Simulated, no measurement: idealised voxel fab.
A process module follows: voxel double patterning.
Cross-section cut: width 140 nm, square cells of 5 nm.
Just so we're on the same page, the cross-sections are grids of square cells, and they're listed out in bands top to bottom, each band one or more rows deep.
Heights first: top, then bottom, in nm. Then materials, left to right, each with a width in nm. "full width" on a single material: fills the band edge to edge. "blank": empty space.
Ref level 0: as-received wafer is one material below here. Bottom band extends down with no lower bound ("0 and below").
A width such as "30 to 40" changes by the same amount from each row of cells to the next, from the band's top row to its bottom row.
"no alterations made", as given for a step, is the statement that not any cell of the cross-section underwent a change during that step.
Empty spaces counting at least 8 cells and having no open way to the top are listed in "Sealed internal voids". The notation width x height at distance is used for each, the distance being from the left edge and all three values in nm.
Post-settings text on a step line: simulator's own remark regarding the step.
A step's line can hold "overlay nm"; with a mask on that step, the setting says how far right of the planned place the mask lay, while a negative setting says it lay to the left.

Below is the list of planned process steps:
1,RECEIVE | material Si
2,CONFORMAL_DEP | material SiO2 | thk nm 5
3,DIRECTIONAL_DEP | material W | thk nm 15
4,DIRECTIONAL_DEP | material SiN | thk nm 5
5,MASKED_ETCH | tone open | mask id FIRST | width nm 15 | pitch nm 50 | etch materials SiN | depth nm 5 | overlay nm 0
6,MASKED_ETCH | tone open | mask id SECOND | width nm 15 | etch materials SiN | depth nm 5 | overlay nm 0
7,DIRECTIONAL_ETCH | etch materials W | depth nm 15
8,STRIP | etch materials SiN

Shown in cross-section is the wafer as received, that is, as it stands after step 1:
> 0 and below  Si full width
> Sealed internal voids: none

As-planned run: cross-section of the first of two wafers at end of module:
> 20 down to 5  W: 35 | blank: 15 | W: 10 | blank: 15 | W: 10 | blank: 15 | W: 40
> 5 down to 0  SiO2 full width
> 0 and below  Si full width
> Sealed internal voids: none

This is the second of the two wafers, cross-sectioned at the end of the module; it started exactly like the first and was given the same plan, but it was run with one mistake:
> 20 down to 5  W: 35 | blank: 15 | W: 5 | blank: 25 | W: 5 | blank: 15 | W: 40
> 5 down to 0  SiO2 full width
> 0 and below  Si full width
> Sealed internal voids: none
Where did the run depart from the plan? step 6 off recipe, ran as MASKED_ETCH | tone open | mask id SECOND | width nm 25 | etch materials SiN | depth nm 5 | overlay nm 0
Wafer comparison, final, in cells, second relative to first, materials more or fewer: W -6
